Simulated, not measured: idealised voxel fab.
Process module under the name voxel double patterning
FYI the section here is cut, 295 nm wide, cells are 5 nm squares.
A cross-section is written here as square cells arranged in a grid, and it is given in bands from the top down, each band taking up one or more rows of cells. Per band: top height and bottom height in nm, followed by the left-to-right materials and their widths in nm; "all across" marks a single material spanning edge to edge, "empty" marks empty space. We count height from 0. Below that, the starting wafer is all one material. The lowest band never ends at the bottom but goes on down; see "top 0, no bottom" for how that is written. When a width is written as two numbers, as in "30->40", the first number is the width in the top row of cells of the band and the second is the width in its bottom row, and the width changes by the same amount from each row to the next. Any step labelled "no change" changed none of the cells in the cross-section. The entry "Enclosed empty spaces" lists the empty spaces that cover at least 8 cells and have no open path to the top. Each is written as width x height at distance, where the distance is measured from the left edge and all three values are in nm. Past the settings on a step's line: simulator remark, on that step. overlay nm, on a step with a mask: how far to the right of its planned place the mask lay; to the left if negative.
# Planned step list for the process
- 1: RECEIVE,material Si
- 2: CONFORMAL_DEP,material SiO2,thk nm 10
- 3: DIRECTIONAL_DEP,material W,thk nm 10
- 4: DIRECTIONAL_DEP,material SiN,thk nm 5
- 5: MASKED_ETCH,tone open,mask id FIRST,width nm 15,pitch nm 50,etch materials SiN,depth nm 5,overlay nm 0
- 6: DIRECTIONAL_DEP,material aC,thk nm 10
- 7: PATTERN,tone open,mask id SECOND,material resist,width nm 15,pitch nm 50,thk nm 25,overlay nm 0
- 8: DIRECTIONAL_ETCH,etch materials aC,depth nm 10
- 9: STRIP,etch materials resist
- 10: DIRECTIONAL_ETCH,etch materials SiN,depth nm 5
- 11: STRIP,etch materials aC
- 12: DIRECTIONAL_ETCH,etch materials W,depth nm 10
- 13: STRIP,etch materials SiN
# The first of a set of two wafers, run to plan
# As-received state of the wafer in cross-section, equivalent to post-step 1
    top 0, no bottom  Si all across
    Enclosed empty spaces: none
# Step 2 complete: cross-section through the wafer
    top 10, bottom 0  SiO2 all across
    No changes below 0.
# Step 3 complete: cross-section through the wafer
    top 20, bottom 10  W all across
    No changes below 10.
# Step 4 complete: cross-section through the wafer
    top 25, bottom 20  SiN all across
    No changes below 20.
# Step 5 complete: cross-section through the wafer
    top 25, bottom 20  SiN (90) / empty (15) / SiN (35) / empty (15) / SiN (35) / empty (15) / SiN (90)
    No changes below 20.
# Step 6 complete: cross-section through the wafer
    top 35, bottom 30  aC (90) / empty (15) / aC (35) / empty (15) / aC (35) / empty (15) / aC (90)
    top 30, bottom 25  aC all across
    top 25, bottom 20  SiN (90) / aC (15) / SiN (35) / aC (15) / SiN (35) / aC (15) / SiN (90)
    No changes below 20.
# Step 7 complete: cross-section through the wafer
    top 60, bottom 35  resist (115) / empty (15) / resist (35) / empty (15) / resist (115)
    top 35, bottom 30  aC (90) / resist (15) / aC (35) / resist (15) / aC (35) / resist (15) / aC (90)
    No changes below 30.
# Step 8 complete: cross-section through the wafer
    top 50, bottom 35  resist (115) / empty (15) / resist (35) / empty (15) / resist (115)
    top 35, bottom 30  aC (90) / resist (15) / aC (10) / empty (15) / aC (10) / resist (15) / aC (10) / empty (15) / aC (10) / resist (15) / aC (90)
    top 30, bottom 25  aC (115) / empty (15) / aC (35) / empty (15) / aC (115)
    No changes below 25.
# Step 9 complete: cross-section through the wafer
    top 35, bottom 30  aC (90) / empty (15) / aC (10) / empty (15) / aC (10) / empty (15) / aC (10) / empty (15) / aC (10) / empty (15) / aC (90)
    No changes below 30.
# Step 10 complete: cross-section through the wafer
    top 35, bottom 30  aC (90) / empty (15) / aC (10) / empty (15) / aC (10) / empty (15) / aC (10) / empty (15) / aC (10) / empty (15) / aC (90)
    top 30, bottom 25  aC (115) / empty (15) / aC (35) / empty (15) / aC (115)
    top 25, bottom 20  SiN (90) / aC (15) / SiN (10) / empty (15) / SiN (10) / aC (15) / SiN (10) / empty (15) / SiN (10) / aC (15) / SiN (90)
    No changes below 20.
# Step 11 complete: cross-section through the wafer
    top 25, bottom 20  SiN (90) / empty (15) / SiN (10) / empty (15) / SiN (10) / empty (15) / SiN (10) / empty (15) / SiN (10) / empty (15) / SiN (90)
    No changes below 20.
# Step 12 complete: cross-section through the wafer
    top 25, bottom 20  SiN (90) / empty (15) / SiN (10) / empty (15) / SiN (10) / empty (15) / SiN (10) / empty (15) / SiN (10) / empty (15) / SiN (90)
    top 20, bottom 10  W (90) / empty (15) / W (10) / empty (15) / W (10) / empty (15) / W (10) / empty (15) / W (10) / empty (15) / W (90)
    No changes below 10.
# Step 13 complete: cross-section through the wafer
    top 20, bottom 10  W (90) / empty (15) / W (10) / empty (15) / W (10) / empty (15) / W (10) / empty (15) / W (10) / empty (15) / W (90)
    No changes below 10.
# Second wafer. Start and plan as for the first. One mistake made in running. Agrees with the first up to and including step 4
# Planned end of step 5: second wafer, cross-section
    top 25, bottom 20  SiN (90) / empty (20) / SiN (30) / empty (20) / SiN (30) / empty (20) / SiN (85)
    No changes below 20.
# Planned end of step 6: second wafer, cross-section
    top 35, bottom 30  aC (90) / empty (20) / aC (30) / empty (20) / aC (30) / empty (20) / aC (85)
    top 30, bottom 25  aC all across
    top 25, bottom 20  SiN (90) / aC (20) / SiN (30) / aC (20) / SiN (30) / aC (20) / SiN (85)
    No changes below 20.
# Planned end of step 7: second wafer, cross-section
    top 60, bottom 35  resist (115) / empty (15) / resist (35) / empty (15) / resist (115)
    top 35, bottom 30  aC (90) / resist (20) / aC (30) / resist (20) / aC (30) / resist (20) / aC (85)
    No changes below 30.
# Planned end of step 8: second wafer, cross-section
    top 50, bottom 35  resist (115) / empty (15) / resist (35) / empty (15) / resist (115)
    top 35, bottom 30  aC (90) / resist (20) / aC (5) / empty (15) / aC (10) / resist (20) / aC (5) / empty (15) / aC (10) / resist (20) / aC (85)
    top 30, bottom 25  aC (115) / empty (15) / aC (35) / empty (15) / aC (115)
    No changes below 25.
# Planned end of step 9: second wafer, cross-section
    top 35, bottom 30  aC (90) / empty (20) / aC (5) / empty (15) / aC (10) / empty (20) / aC (5) / empty (15) / aC (10) / empty (20) / aC (85)
    No changes below 30.
# Planned end of step 10: second wafer, cross-section
    top 35, bottom 30  aC (90) / empty (20) / aC (5) / empty (15) / aC (10) / empty (20) / aC (5) / empty (15) / aC (10) / empty (20) / aC (85)
    top 30, bottom 25  aC (115) / empty (15) / aC (35) / empty (15) / aC (115)
    top 25, bottom 20  SiN (90) / aC (20) / SiN (5) / empty (15) / SiN (10) / aC (20) / SiN (5) / empty (15) / SiN (10) / aC (20) / SiN (85)
    No changes below 20.
# Planned end of step 11: second wafer, cross-section
    top 25, bottom 20  SiN (90) / empty (20) / SiN (5) / empty (15) / SiN (10) / empty (20) / SiN (5) / empty (15) / SiN (10) / empty (20) / SiN (85)
    No changes below 20.
# Planned end of step 12: second wafer, cross-section
    top 25, bottom 20  SiN (90) / empty (20) / SiN (5) / empty (15) / SiN (10) / empty (20) / SiN (5) / empty (15) / SiN (10) / empty (20) / SiN (85)
    top 20, bottom 10  W (90) / empty (20) / W (5) / empty (15) / W (10) / empty (20) / W (5) / empty (15) / W (10) / empty (20) / W (85)
    No changes below 10.
# Planned end of step 13: second wafer, cross-section
    top 20, bottom 10  W (90) / empty (20) / W (5) / empty (15) / W (10) / empty (20) / W (5) / empty (15) / W (10) / empty (20) / W (85)
    No changes below 10.
What was the processing mistake? step 5 changed vs plan, executed as MASKED_ETCH,tone open,mask id FIRST,width nm 20,pitch nm 50,etch materials SiN,depth nm 5,overlay nm 0
Count the cells at the end and the second wafer has more or fewer of some materials than the first: W -6
